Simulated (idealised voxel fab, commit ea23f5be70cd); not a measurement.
Herein follows the process module entitled voxel gate over fins.
Section cut is 295 nm wide and gridded with 5 nm square cells.
A cross-section is written here as square cells arranged in a grid, and it is given in bands from the top down, each band taking up one or more rows of cells. Read a band's entry like this: the first values are the height of its top and the height of its bottom in nm, and what follows is the sequence of materials from left to right, each with its width in nm. Note that "empty" is empty space, and that a single material marked "everywhere" reaches across the band from edge to edge. A quick word on heights: they are counted from 0, and under that level the wafer as it came to us is one material throughout. The lowest band is different from the rest in having no bottom; it simply continues downward, written as in "0 and below". The notation "30->40" denotes a width that varies across the rows of cells in the band, beginning at the first number in the top row, finishing at the second number in the bottom row, and changing by an identical amount from each row to the next. For the purposes of this document, the phrase "remained the same" attached to a step denotes that no cell within the cross-section was modified by that step. Empty spaces counting at least 8 cells and having no open way to the top are listed in "Sealed void listing". The notation width x height at distance is used for each, the distance being from the left edge and all three values in nm. Text after the settings on a step's line: the simulator's own remark on that step. For masked steps, "overlay nm" on the step line gives how far right of plan the mask actually lay; a minus sign means it lay to the left.
### plan
1. RECEIVE [material Si]
2. CONFORMAL_DEP [material SiN] [thk nm 5]
3. MASKED_ETCH [tone cover] [mask id FINS] [width nm 15] [pitch nm 45] [etch materials SiN] [depth nm 5] [overlay nm 0]
4. MASKED_ETCH [tone cover] [mask id FINS] [width nm 15] [pitch nm 45] [etch materials Si] [depth nm 35] [overlay nm 0]
5. FILL_DEP [material SiO2] [thk nm 15]
6. CMP [height nm 5]
7. SELECTIVE_ETCH [etch materials SiO2] [depth nm 20]
8. STRIP [etch materials SiN]
9. CONFORMAL_DEP [material HfO2] [thk nm 5]
10. CONFORMAL_DEP [material TiN] [thk nm 5]
11. CONFORMAL_DEP [material TiAl] [thk nm 5]
12. CONFORMAL_DEP [material TiN] [thk nm 5]
13. FILL_DEP [material W] [thk nm 10]
14. CMP [height nm 25]
15. CONFORMAL_DEP [material SiN] [thk nm 5]
### Below: the first of two wafers, run as planned
### Cross-section of the wafer at receipt, which is the condition after step 1
    0 and below: Si everywhere
    Sealed void listing: none
### Step 2 complete: cross-section through the wafer
    5 down to 0: SiN everywhere
    Beneath the level 0, the cross-section is identical to its previous state.
### Step 3 complete: cross-section through the wafer
    5 down to 0: 70 empty; 15 SiN; 30 empty; 15 SiN; 30 empty; 15 SiN; 30 empty; 15 SiN; 75 empty
    Beneath the level 0, the cross-section is identical to its previous state.
### Step 4 complete: cross-section through the wafer
    5 down to 0: 70 empty; 15 SiN; 30 empty; 15 SiN; 30 empty; 15 SiN; 30 empty; 15 SiN; 75 empty
    0 down to -35: 70 empty; 15 Si; 30 empty; 15 Si; 30 empty; 15 Si; 30 empty; 15 Si; 75 empty
    Beneath the level -35, the cross-section is identical to its previous state.
### Step 5 complete: cross-section through the wafer
    20 down to 5: SiO2 everywhere
    5 down to 0: 70 SiO2; 15 SiN; 30 SiO2; 15 SiN; 30 SiO2; 15 SiN; 30 SiO2; 15 SiN; 75 SiO2
    0 down to -35: 70 SiO2; 15 Si; 30 SiO2; 15 Si; 30 SiO2; 15 Si; 30 SiO2; 15 Si; 75 SiO2
    Beneath the level -35, the cross-section is identical to its previous state.
### Step 6 complete: cross-section through the wafer
    5 down to 0: 70 SiO2; 15 SiN; 30 SiO2; 15 SiN; 30 SiO2; 15 SiN; 30 SiO2; 15 SiN; 75 SiO2
    Beneath the level 0, the cross-section is identical to its previous state.
### Step 7 complete: cross-section through the wafer
    5 down to 0: 70 empty; 15 SiN; 30 empty; 15 SiN; 30 empty; 15 SiN; 30 empty; 15 SiN; 75 empty
    0 down to -15: 70 empty; 15 Si; 30 empty; 15 Si; 30 empty; 15 Si; 30 empty; 15 Si; 75 empty
    Beneath the level -15, the cross-section is identical to its previous state.
### Step 8 complete: cross-section through the wafer
    0 down to -15: 70 empty; 15 Si; 30 empty; 15 Si; 30 empty; 15 Si; 30 empty; 15 Si; 75 empty
    Beneath the level -15, the cross-section is identical to its previous state.
### Step 9 complete: cross-section through the wafer
    5 down to 0: 65 empty; 25 HfO2; 20 empty; 25 HfO2; 20 empty; 25 HfO2; 20 empty; 25 HfO2; 70 empty
    0 down to -10: 65 empty; 5 HfO2; 15 Si; 5 HfO2; 20 empty; 5 HfO2; 15 Si; 5 HfO2; 20 empty; 5 HfO2; 15 Si; 5 HfO2; 20 empty; 5 HfO2; 15 Si; 5 HfO2; 70 empty
    -10 down to -15: 70 HfO2; 15 Si; 30 HfO2; 15 Si; 30 HfO2; 15 Si; 30 HfO2; 15 Si; 75 HfO2
    Beneath the level -15, the cross-section is identical to its previous state.
### Step 10 complete: cross-section through the wafer
    10 down to 5: 60 empty; 35 TiN; 10 empty; 35 TiN; 10 empty; 35 TiN; 10 empty; 35 TiN; 65 empty
    5 down to 0: 60 empty; 5 TiN; 25 HfO2; 5 TiN; 10 empty; 5 TiN; 25 HfO2; 5 TiN; 10 empty; 5 TiN; 25 HfO2; 5 TiN; 10 empty; 5 TiN; 25 HfO2; 5 TiN; 65 empty
    0 down to -5: 60 empty; 5 TiN; 5 HfO2; 15 Si; 5 HfO2; 5 TiN; 10 empty; 5 TiN; 5 HfO2; 15 Si; 5 HfO2; 5 TiN; 10 empty; 5 TiN; 5 HfO2; 15 Si; 5 HfO2; 5 TiN; 10 empty; 5 TiN; 5 HfO2; 15 Si; 5 HfO2; 5 TiN; 65 empty
    -5 down to -10: 65 TiN; 5 HfO2; 15 Si; 5 HfO2; 20 TiN; 5 HfO2; 15 Si; 5 HfO2; 20 TiN; 5 HfO2; 15 Si; 5 HfO2; 20 TiN; 5 HfO2; 15 Si; 5 HfO2; 70 TiN
    Beneath the level -10, the cross-section is identical to its previous state.
### Step 11 complete: cross-section through the wafer
    15 down to 10: 55 empty; 180 TiAl; 60 empty
    10 down to 5: 55 empty; 5 TiAl; 35 TiN; 10 TiAl; 35 TiN; 10 TiAl; 35 TiN; 10 TiAl; 35 TiN; 5 TiAl; 60 empty
    5 down to 0: 55 empty; 5 TiAl; 5 TiN; 25 HfO2; 5 TiN; 10 TiAl; 5 TiN; 25 HfO2; 5 TiN; 10 TiAl; 5 TiN; 25 HfO2; 5 TiN; 10 TiAl; 5 TiN; 25 HfO2; 5 TiN; 5 TiAl; 60 empty
    0 down to -5: 60 TiAl; 5 TiN; 5 HfO2; 15 Si; 5 HfO2; 5 TiN; 10 TiAl; 5 TiN; 5 HfO2; 15 Si; 5 HfO2; 5 TiN; 10 TiAl; 5 TiN; 5 HfO2; 15 Si; 5 HfO2; 5 TiN; 10 TiAl; 5 TiN; 5 HfO2; 15 Si; 5 HfO2; 5 TiN; 65 TiAl
    Beneath the level -5, the cross-section is identical to its previous state.
### Step 12 complete: cross-section through the wafer
    20 down to 15: 50 empty; 190 TiN; 55 empty
    15 down to 10: 50 empty; 5 TiN; 180 TiAl; 5 TiN; 55 empty
    10 down to 5: 50 empty; 5 TiN; 5 TiAl; 35 TiN; 10 TiAl; 35 TiN; 10 TiAl; 35 TiN; 10 TiAl; 35 TiN; 5 TiAl; 5 TiN; 55 empty
    5 down to 0: 55 TiN; 5 TiAl; 5 TiN; 25 HfO2; 5 TiN; 10 TiAl; 5 TiN; 25 HfO2; 5 TiN; 10 TiAl; 5 TiN; 25 HfO2; 5 TiN; 10 TiAl; 5 TiN; 25 HfO2; 5 TiN; 5 TiAl; 60 TiN
    Beneath the level 0, the cross-section is identical to its previous state.
### Step 13 complete: cross-section through the wafer
    30 down to 20: W everywhere
    20 down to 15: 50 W; 190 TiN; 55 W
    15 down to 10: 50 W; 5 TiN; 180 TiAl; 5 TiN; 55 W
    10 down to 5: 50 W; 5 TiN; 5 TiAl; 35 TiN; 10 TiAl; 35 TiN; 10 TiAl; 35 TiN; 10 TiAl; 35 TiN; 5 TiAl; 5 TiN; 55 W
    Beneath the level 5, the cross-section is identical to its previous state.
### Step 14 complete: cross-section through the wafer
    25 down to 20: W everywhere
    Beneath the level 20, the cross-section is identical to its previous state.
### Step 15 complete: cross-section through the wafer
    30 down to 25: SiN everywhere
    Beneath the level 25, the cross-section is identical to its previous state.
### Second wafer, same starting conditions and recipe as the first, one mistake in executing it, nothing differs from the first up to and including step 9
### At the planned end of step 10, the second wafer in cross-section
    10 down to 5: 60 empty; 35 TiAl; 10 empty; 35 TiAl; 10 empty; 35 TiAl; 10 empty; 35 TiAl; 65 empty
    5 down to 0: 60 empty; 5 TiAl; 25 HfO2; 5 TiAl; 10 empty; 5 TiAl; 25 HfO2; 5 TiAl; 10 empty; 5 TiAl; 25 HfO2; 5 TiAl; 10 empty; 5 TiAl; 25 HfO2; 5 TiAl; 65 empty
    0 down to -5: 60 empty; 5 TiAl; 5 HfO2; 15 Si; 5 HfO2; 5 TiAl; 10 empty; 5 TiAl; 5 HfO2; 15 Si; 5 HfO2; 5 TiAl; 10 empty; 5 TiAl; 5 HfO2; 15 Si; 5 HfO2; 5 TiAl; 10 empty; 5 TiAl; 5 HfO2; 15 Si; 5 HfO2; 5 TiAl; 65 empty
    -5 down to -10: 65 TiAl; 5 HfO2; 15 Si; 5 HfO2; 20 TiAl; 5 HfO2; 15 Si; 5 HfO2; 20 TiAl; 5 HfO2; 15 Si; 5 HfO2; 20 TiAl; 5 HfO2; 15 Si; 5 HfO2; 70 TiAl
    Beneath the level -10, the cross-section is identical to its previous state.
### At the planned end of step 11, the second wafer in cross-section
    15 down to 10: 55 empty; 180 TiN; 60 empty
    10 down to 5: 55 empty; 5 TiN; 35 TiAl; 10 TiN; 35 TiAl; 10 TiN; 35 TiAl; 10 TiN; 35 TiAl; 5 TiN; 60 empty
    5 down to 0: 55 empty; 5 TiN; 5 TiAl; 25 HfO2; 5 TiAl; 10 TiN; 5 TiAl; 25 HfO2; 5 TiAl; 10 TiN; 5 TiAl; 25 HfO2; 5 TiAl; 10 TiN; 5 TiAl; 25 HfO2; 5 TiAl; 5 TiN; 60 empty
    0 down to -5: 60 TiN; 5 TiAl; 5 HfO2; 15 Si; 5 HfO2; 5 TiAl; 10 TiN; 5 TiAl; 5 HfO2; 15 Si; 5 HfO2; 5 TiAl; 10 TiN; 5 TiAl; 5 HfO2; 15 Si; 5 HfO2; 5 TiAl; 10 TiN; 5 TiAl; 5 HfO2; 15 Si; 5 HfO2; 5 TiAl; 65 TiN
    Beneath the level -5, the cross-section is identical to its previous state.
### At the planned end of step 12, the second wafer in cross-section
    20 down to 10: 50 empty; 190 TiN; 55 empty
    10 down to 5: 50 empty; 10 TiN; 35 TiAl; 10 TiN; 35 TiAl; 10 TiN; 35 TiAl; 10 TiN; 35 TiAl; 10 TiN; 55 empty
    5 down to 0: 60 TiN; 5 TiAl; 25 HfO2; 5 TiAl; 10 TiN; 5 TiAl; 25 HfO2; 5 TiAl; 10 TiN; 5 TiAl; 25 HfO2; 5 TiAl; 10 TiN; 5 TiAl; 25 HfO2; 5 TiAl; 65 TiN
    Beneath the level 0, the cross-section is identical to its previous state.
### At the planned end of step 13, the second wafer in cross-section
    30 down to 20: W everywhere
    20 down to 10: 50 W; 190 TiN; 55 W
    10 down to 5: 50 W; 10 TiN; 35 TiAl; 10 TiN; 35 TiAl; 10 TiN; 35 TiAl; 10 TiN; 35 TiAl; 10 TiN; 55 W
    Beneath the level 5, the cross-section is identical to its previous state.
### At the planned end of step 14, the second wafer in cross-section
    25 down to 20: W everywhere
    Beneath the level 20, the cross-section is identical to its previous state.
### At the planned end of step 15, the second wafer in cross-section
    30 down to 25: SiN everywhere
    Beneath the level 25, the cross-section is identical to its previous state.
What broke from the plan during processing? steps 10 and 11: order swapped relative to plan
At the end, the second wafer has the same number of cells of each material as the first, but those cells sit in other places.
